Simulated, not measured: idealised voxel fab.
Process module in this document: voxel self aligned contacts
Cross-section cut: width 235 nm, square cells of 5 nm.
Each cross-section below is a grid of square cells, stated as bands in top-down order, with one or more rows of cells making up each band.
In this notation a band is specified by the heights of its top and bottom, in that order and in nm, after which its materials appear from left to right, each paired with its width in nm. The word "everywhere" attached to a single material means that material fills the band from edge to edge; the word "empty" stands for empty space.
A quick word on heights: they are counted from 0, and under that level the wafer as it came to us is one material throughout. The lowest band is different from the rest in having no bottom; it simply continues downward, written as in "from 0 down".
A width such as "30..40" changes by the same amount from each row of cells to the next, from the band's top row to its bottom row.
Key: "nothing altered" - step with no changed cell in the cross-section.
In the "Completely sealed voids" entry, you get each enclosed empty space of 8 cells or more, one with no open way to the top, written width x height at distance, distance from the left edge, in nm.
The remark found on a step's line after its settings is issued by the simulator itself and pertains to that step.
overlay nm: where the mask lay relative to plan, measured to the right, on steps with a mask; negatives go left.
Listed below are the process steps as planned:
1. RECEIVE | material Si
2. CONFORMAL_DEP | material SiO2 | thk nm 5
3. DIRECTIONAL_DEP | material polySi | thk nm 30
4. DIRECTIONAL_DEP | material SiN | thk nm 20
5. DIRECTIONAL_DEP | material aC | thk nm 15
6. PATTERN | tone cover | mask id GATE | material resist | width nm 35 | pitch nm 75 | thk nm 30 | overlay nm 0
7. DIRECTIONAL_ETCH | etch materials aC | depth nm 15
8. STRIP | etch materials resist
9. DIRECTIONAL_ETCH | etch materials SiN | depth nm 20
10. DIRECTIONAL_ETCH | etch materials polySi | depth nm 30
11. STRIP | etch materials aC
12. CONFORMAL_DEP | material SiN | thk nm 10
13. DIRECTIONAL_ETCH | etch materials SiN | depth nm 10
14. FILL_DEP | material SiO2 | thk nm 20
15. CMP | height nm 65
16. DIRECTIONAL_DEP | material aC | thk nm 15
17. PATTERN | tone open | mask id CONTACT | material resist | width nm 50 | pitch nm 75 | thk nm 35 | overlay nm 0
18. DIRECTIONAL_ETCH | etch materials aC | depth nm 15
19. STRIP | etch materials resist
20. DIRECTIONAL_ETCH | etch materials SiO2 | depth nm 65
21. STRIP | etch materials aC
22. CONFORMAL_DEP | material TiN | thk nm 5
23. FILL_DEP | material W | thk nm 10
24. CMP | height nm 65
25. CONFORMAL_DEP | material SiCN | thk nm 5
First of the two wafers, run per plan:
Step 1 complete: cross-section of the wafer as received:
> from 0 down: Si everywhere
> Completely sealed voids: none
Wafer xsec, post step 2:
> from 5 to 0: SiO2 everywhere
> Below 0, no change.
Wafer xsec, post step 3:
> from 35 to 5: polySi everywhere
> Below 5, no change.
Wafer xsec, post step 4:
> from 55 to 35: SiN everywhere
> Below 35, no change.
Wafer xsec, post step 5:
> from 70 to 55: aC everywhere
> Below 55, no change.
Wafer xsec, post step 6:
> from 100 to 70: empty: 25  resist: 35  empty: 40  resist: 35  empty: 40  resist: 35  empty: 25
> Below 70, no change.
Wafer xsec, post step 7:
> from 85 to 70: empty: 25  resist: 35  empty: 40  resist: 35  empty: 40  resist: 35  empty: 25
> from 70 to 55: empty: 25  aC: 35  empty: 40  aC: 35  empty: 40  aC: 35  empty: 25
> Below 55, no change.
Wafer xsec, post step 8:
> from 70 to 55: empty: 25  aC: 35  empty: 40  aC: 35  empty: 40  aC: 35  empty: 25
> Below 55, no change.
Wafer xsec, post step 9:
> from 70 to 55: empty: 25  aC: 35  empty: 40  aC: 35  empty: 40  aC: 35  empty: 25
> from 55 to 35: empty: 25  SiN: 35  empty: 40  SiN: 35  empty: 40  SiN: 35  empty: 25
> Below 35, no change.
Wafer xsec, post step 10:
> from 70 to 55: empty: 25  aC: 35  empty: 40  aC: 35  empty: 40  aC: 35  empty: 25
> from 55 to 35: empty: 25  SiN: 35  empty: 40  SiN: 35  empty: 40  SiN: 35  empty: 25
> from 35 to 5: empty: 25  polySi: 35  empty: 40  polySi: 35  empty: 40  polySi: 35  empty: 25
> Below 5, no change.
Wafer xsec, post step 11:
> from 55 to 35: empty: 25  SiN: 35  empty: 40  SiN: 35  empty: 40  SiN: 35  empty: 25
> Below 35, no change.
Wafer xsec, post step 12:
> from 65 to 35: empty: 15  SiN: 55  empty: 20  SiN: 55  empty: 20  SiN: 55  empty: 15
> from 35 to 15: empty: 15  SiN: 10  polySi: 35  SiN: 10  empty: 20  SiN: 10  polySi: 35  SiN: 10  empty: 20  SiN: 10  polySi: 35  SiN: 10  empty: 15
> from 15 to 5: SiN: 25  polySi: 35  SiN: 40  polySi: 35  SiN: 40  polySi: 35  SiN: 25
> Below 5, no change.
Wafer xsec, post step 13:
> from 55 to 35: empty: 15  SiN: 55  empty: 20  SiN: 55  empty: 20  SiN: 55  empty: 15
> from 35 to 5: empty: 15  SiN: 10  polySi: 35  SiN: 10  empty: 20  SiN: 10  polySi: 35  SiN: 10  empty: 20  SiN: 10  polySi: 35  SiN: 10  empty: 15
> Below 5, no change.
Wafer xsec, post step 14:
> from 75 to 55: SiO2 everywhere
> from 55 to 35: SiO2: 15  SiN: 55  SiO2: 20  SiN: 55  SiO2: 20  SiN: 55  SiO2: 15
> from 35 to 5: SiO2: 15  SiN: 10  polySi: 35  SiN: 10  SiO2: 20  SiN: 10  polySi: 35  SiN: 10  SiO2: 20  SiN: 10  polySi: 35  SiN: 10  SiO2: 15
> Below 5, no change.
Wafer xsec, post step 15:
> from 65 to 55: SiO2 everywhere
> Below 55, no change.
Wafer xsec, post step 16:
> from 80 to 65: aC everywhere
> Below 65, no change.
Wafer xsec, post step 17:
> from 115 to 80: resist: 55  empty: 50  resist: 25  empty: 50  resist: 55
> Below 80, no change.
Wafer xsec, post step 18:
> from 100 to 80: resist: 55  empty: 50  resist: 25  empty: 50  resist: 55
> from 80 to 65: aC: 55  empty: 50  aC: 25  empty: 50  aC: 55
> Below 65, no change.
Wafer xsec, post step 19:
> from 80 to 65: aC: 55  empty: 50  aC: 25  empty: 50  aC: 55
> Below 65, no change.
Wafer xsec, post step 20:
> from 80 to 65: aC: 55  empty: 50  aC: 25  empty: 50  aC: 55
> from 65 to 55: SiO2: 55  empty: 50  SiO2: 25  empty: 50  SiO2: 55
> from 55 to 35: SiO2: 15  SiN: 55  empty: 20  SiN: 55  empty: 20  SiN: 55  SiO2: 15
> from 35 to 5: SiO2: 15  SiN: 10  polySi: 35  SiN: 10  empty: 20  SiN: 10  polySi: 35  SiN: 10  empty: 20  SiN: 10  polySi: 35  SiN: 10  SiO2: 15
> from 5 to 0: SiO2: 70  empty: 20  SiO2: 55  empty: 20  SiO2: 70
> Below 0, no change.
Wafer xsec, post step 21:
> from 65 to 55: SiO2: 55  empty: 50  SiO2: 25  empty: 50  SiO2: 55
> Below 55, no change.
Wafer xsec, post step 22:
> from 70 to 65: TiN: 60  empty: 40  TiN: 35  empty: 40  TiN: 60
> from 65 to 55: SiO2: 55  TiN: 5..20  empty: 40..10  TiN: 5..20  SiO2: 25  TiN: 5..20  empty: 40..10  TiN: 5..20  SiO2: 55
> from 55 to 35: SiO2: 15  SiN: 55  TiN: 5  empty: 10  TiN: 5  SiN: 55  TiN: 5  empty: 10  TiN: 5  SiN: 55  SiO2: 15
> from 35 to 5: SiO2: 15  SiN: 10  polySi: 35  SiN: 10  TiN: 5  empty: 10  TiN: 5  SiN: 10  polySi: 35  SiN: 10  TiN: 5  empty: 10  TiN: 5  SiN: 10  polySi: 35  SiN: 10  SiO2: 15
> from 5 to 0: SiO2: 70  TiN: 20  SiO2: 55  TiN: 20  SiO2: 70
> Below 0, no change.
Wafer xsec, post step 23:
> from 80 to 70: W everywhere
> from 70 to 65: TiN: 60  W: 40  TiN: 35  W: 40  TiN: 60
> from 65 to 55: SiO2: 55  TiN: 5..20  W: 40..10  TiN: 5..20  SiO2: 25  TiN: 5..20  W: 40..10  TiN: 5..20  SiO2: 55
> from 55 to 35: SiO2: 15  SiN: 55  TiN: 5  W: 10  TiN: 5  SiN: 55  TiN: 5  W: 10  TiN: 5  SiN: 55  SiO2: 15
> from 35 to 5: SiO2: 15  SiN: 10  polySi: 35  SiN: 10  TiN: 5  W: 10  TiN: 5  SiN: 10  polySi: 35  SiN: 10  TiN: 5  W: 10  TiN: 5  SiN: 10  polySi: 35  SiN: 10  SiO2: 15
> Below 5, no change.
Wafer xsec, post step 24:
> from 65 to 55: SiO2: 55  TiN: 5..20  W: 40..10  TiN: 5..20  SiO2: 25  TiN: 5..20  W: 40..10  TiN: 5..20  SiO2: 55
> Below 55, no change.
Wafer xsec, post step 25:
> from 70 to 65: SiCN everywhere
> Below 65, no change.
For the second wafer, take the first wafer's start and plan, then add one mistake made in running it; everything through step 16, that step included, is shared with the first:
The second wafer cut through, at the time step 17 was supposed to be finished:
> from 115 to 80: empty: 55  resist: 50  empty: 25  resist: 50  empty: 55
> Below 80, no change.
The second wafer cut through, at the time step 18 was supposed to be finished:
> from 100 to 80: empty: 55  resist: 50  empty: 25  resist: 50  empty: 55
> from 80 to 65: empty: 55  aC: 50  empty: 25  aC: 50  empty: 55
> Below 65, no change.
The second wafer cut through, at the time step 19 was supposed to be finished:
> from 80 to 65: empty: 55  aC: 50  empty: 25  aC: 50  empty: 55
> Below 65, no change.
The second wafer cut through, at the time step 20 was supposed to be finished:
> from 80 to 65: empty: 55  aC: 50  empty: 25  aC: 50  empty: 55
> from 65 to 55: empty: 55  SiO2: 50  empty: 25  SiO2: 50  empty: 55
> from 55 to 35: empty: 15  SiN: 55  SiO2: 20  SiN: 55  SiO2: 20  SiN: 55  empty: 15
> from 35 to 5: empty: 15  SiN: 10  polySi: 35  SiN: 10  SiO2: 20  SiN: 10  polySi: 35  SiN: 10  SiO2: 20  SiN: 10  polySi: 35  SiN: 10  empty: 15
> from 5 to 0: empty: 15  SiO2: 205  empty: 15
> Below 0, no change.
The second wafer cut through, at the time step 21 was supposed to be finished:
> from 65 to 55: empty: 55  SiO2: 50  empty: 25  SiO2: 50  empty: 55
> Below 55, no change.
The second wafer cut through, at the time step 22 was supposed to be finished:
> from 70 to 65: empty: 50  TiN: 60  empty: 15  TiN: 60  empty: 50
> from 65 to 60: empty: 50  TiN: 5  SiO2: 50  TiN: 5  empty: 15  TiN: 5  SiO2: 50  TiN: 5  empty: 50
> from 60 to 55: empty: 10  TiN: 45  SiO2: 50  TiN: 25  SiO2: 50  TiN: 45  empty: 10
> from 55 to 35: empty: 10  TiN: 5  SiN: 55  SiO2: 20  SiN: 55  SiO2: 20  SiN: 55  TiN: 5  empty: 10
> from 35 to 5: empty: 10  TiN: 5  SiN: 10  polySi: 35  SiN: 10  SiO2: 20  SiN: 10  polySi: 35  SiN: 10  SiO2: 20  SiN: 10  polySi: 35  SiN: 10  TiN: 5  empty: 10
> from 5 to 0: TiN: 15  SiO2: 205  TiN: 15
> Below 0, no change.
The second wafer cut through, at the time step 23 was supposed to be finished:
> from 80 to 70: W everywhere
> from 70 to 65: W: 50  TiN: 60  W: 15  TiN: 60  W: 50
> from 65 to 60: W: 50  TiN: 5  SiO2: 50  TiN: 5  W: 15  TiN: 5  SiO2: 50  TiN: 5  W: 50
> from 60 to 55: W: 10  TiN: 45  SiO2: 50  TiN: 25  SiO2: 50  TiN: 45  W: 10
> from 55 to 35: W: 10  TiN: 5  SiN: 55  SiO2: 20  SiN: 55  SiO2: 20  SiN: 55  TiN: 5  W: 10
> from 35 to 5: W: 10  TiN: 5  SiN: 10  polySi: 35  SiN: 10  SiO2: 20  SiN: 10  polySi: 35  SiN: 10  SiO2: 20  SiN: 10  polySi: 35  SiN: 10  TiN: 5  W: 10
> Below 5, no change.
The second wafer cut through, at the time step 24 was supposed to be finished:
> from 65 to 60: W: 50  TiN: 5  SiO2: 50  TiN: 5  W: 15  TiN: 5  SiO2: 50  TiN: 5  W: 50
> Below 60, no change.
The second wafer cut through, at the time step 25 was supposed to be finished:
> from 70 to 65: SiCN everywhere
> Below 65, no change.
The plan and the run diverged here: step 17 deviated from plan and actually ran as PATTERN | tone cover | mask id CONTACT | material resist | width nm 50 | pitch nm 75 | thk nm 35 | overlay nm 0
Final comparison by cell count, materials where the second wafer has more or fewer than the first: 8 more of SiO2; 15 fewer of TiN; 7 more of W
